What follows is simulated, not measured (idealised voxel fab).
process module | voxel transistor to metal
cross-section cut | 150 nm wide | cells 5 nm
A cross-section is a grid of square cells, given in bands from the top down. A band is one or more rows of cells.
Each band's line starts with the height of the band's top and of its bottom, in nm. Then come its materials from left to right, each with its width in nm. One material with "throughout" fills the band from edge to edge. "air" is empty space.
Height 0 is the level under which the wafer as received is all one material. The lowest band goes on downwards, as in "0 down".
A width such as "30 to 40" changes by the same amount from each row of cells to the next, from the band's top row to its bottom row.
"no change" after a step means that no cell of the cross-section changed.
closed voids: empty space of 8 cells or more with no open way to the top, each as width x height at its distance from the left edge, in nm
after a step's settings: what the simulator itself notes on the step
overlay nm, on a step with a mask: how far to the right of its planned place the mask lay; to the left if negative
plan
1 op RECEIVE | material Si
2 op OXIDIZE | depth nm 5
3 op CONFORMAL_DEP | material SiN | thk nm 10
4 op PATTERN | tone cover | mask id ACTIVE | material resist | width nm 95 | thk nm 20 | overlay nm 0
5 op DIRECTIONAL_ETCH | etch materials SiN | depth nm 10
6 op DIRECTIONAL_ETCH | etch materials SiO2 | depth nm 5
7 op DIRECTIONAL_ETCH | etch materials Si | depth nm 35
8 op STRIP | etch materials resist
9 op FILL_DEP | material SiO2 | thk nm 5
10 op CMP | height nm 10
11 op SELECTIVE_ETCH | etch materials SiO2 | depth nm 10
12 op STRIP | etch materials SiN
13 op SELECTIVE_ETCH | etch materials SiO2 | depth nm 5
14 op OXIDIZE | depth nm 5
15 op DIRECTIONAL_DEP | material polySi | thk nm 30
16 op DIRECTIONAL_DEP | material SiCN | thk nm 10
17 op MASKED_ETCH | tone cover | mask id GATE | width nm 25 | etch materials SiCN | depth nm 20 | overlay nm 0
18 op MASKED_ETCH | tone cover | mask id GATE | width nm 25 | etch materials polySi | depth nm 40 | overlay nm 0
19 op CONFORMAL_DEP | material SiO2 | thk nm 5
20 op DIRECTIONAL_ETCH | etch materials SiO2 | depth nm 5
21 op CONFORMAL_DEP | material SiN | thk nm 5
22 op DIRECTIONAL_ETCH | etch materials SiN | depth nm 5
23 op DIRECTIONAL_ETCH | etch materials SiO2 | depth nm 5
24 op DIRECTIONAL_ETCH | etch materials Si | depth nm 5
25 op EPI | material SiGe | thk nm 10
26 op FILL_DEP | material SiO2 | thk nm 10
27 op CMP | height nm 25
28 op STRIP | etch materials polySi
29 op SELECTIVE_ETCH | etch materials SiO2 | depth nm 5
30 op CONFORMAL_DEP | material HfO2 | thk nm 5
31 op CONFORMAL_DEP | material TiN | thk nm 5
32 op FILL_DEP | material W | thk nm 10
33 op CMP | height nm 20
34 op DIRECTIONAL_DEP | material SiO2 | thk nm 15
35 op MASKED_ETCH | tone open | mask id CONTACT | width nm 15 | pitch nm 70 | etch materials SiO2 | depth nm 40 | overlay nm 0
36 op CONFORMAL_DEP | material TiN | thk nm 5
37 op FILL_DEP | material Ru | thk nm 10
38 op CMP | height nm 35
39 op CONFORMAL_DEP | material SiCN | thk nm 5
40 op DIRECTIONAL_DEP | material SiO2 | thk nm 20
41 op PATTERN | tone open | mask id METAL_1 | material resist | width nm 15 | pitch nm 70 | thk nm 15 | overlay nm 0
42 op DIRECTIONAL_ETCH | etch materials SiO2 | depth nm 20
43 op DIRECTIONAL_ETCH | etch materials SiCN | depth nm 5
44 op STRIP | etch materials resist
45 op CONFORMAL_DEP | material TiN | thk nm 5
46 op FILL_DEP | material Cu | thk nm 10
47 op CMP | height nm 60
48 op CONFORMAL_DEP | material SiN | thk nm 5
as received, after step 1
  0 down: Si throughout
  closed voids: none
a wafer at the end: this start, this plan, one mistake
  65 to 60: SiN throughout
  60 to 40: SiO2 30 | TiN 5 | Cu 5 | TiN 5 | SiO2 55 | TiN 5 | Cu 5 | TiN 5 | SiO2 35
  40 to 35: SiCN 30 | TiN 15 | SiCN 55 | TiN 15 | SiCN 35
  35 to 20: SiO2 30 | TiN 5 | Ru 5 | TiN 5 | SiO2 55 | TiN 5 | Ru 5 | TiN 5 | SiO2 35
  20 to 5: SiO2 30 | TiN 5 | Ru 5 | TiN 5 | SiO2 5 | SiN 5 | TiN 5 | W 25 | TiN 5 | SiN 5 | SiO2 5 | TiN 5 | Ru 5 | TiN 5 | SiO2 35
  5 to 0: SiO2 30 | TiN 15 | SiO2 5 | SiN 5 | TiN 5 | W 25 | TiN 5 | SiN 5 | SiO2 5 | TiN 15 | SiO2 35
  0 to -5: SiO2 30 | TiN 10 | SiGe 10 | SiN 5 | TiN 5 | W 25 | TiN 5 | SiN 5 | SiGe 10 | TiN 10 | SiO2 35
  -5 to -10: SiO2 20 | SiGe 30 | SiO2 5 | TiN 35 | SiO2 5 | SiGe 30 | SiO2 25
  -10 to -15: SiO2 25 | SiGe 25 | Si 45 | SiGe 25 | SiO2 30
  -15 to -40: SiO2 25 | Si 95 | SiO2 30
  -40 down: Si throughout
  closed voids: none
what went wrong: step 30 was left out
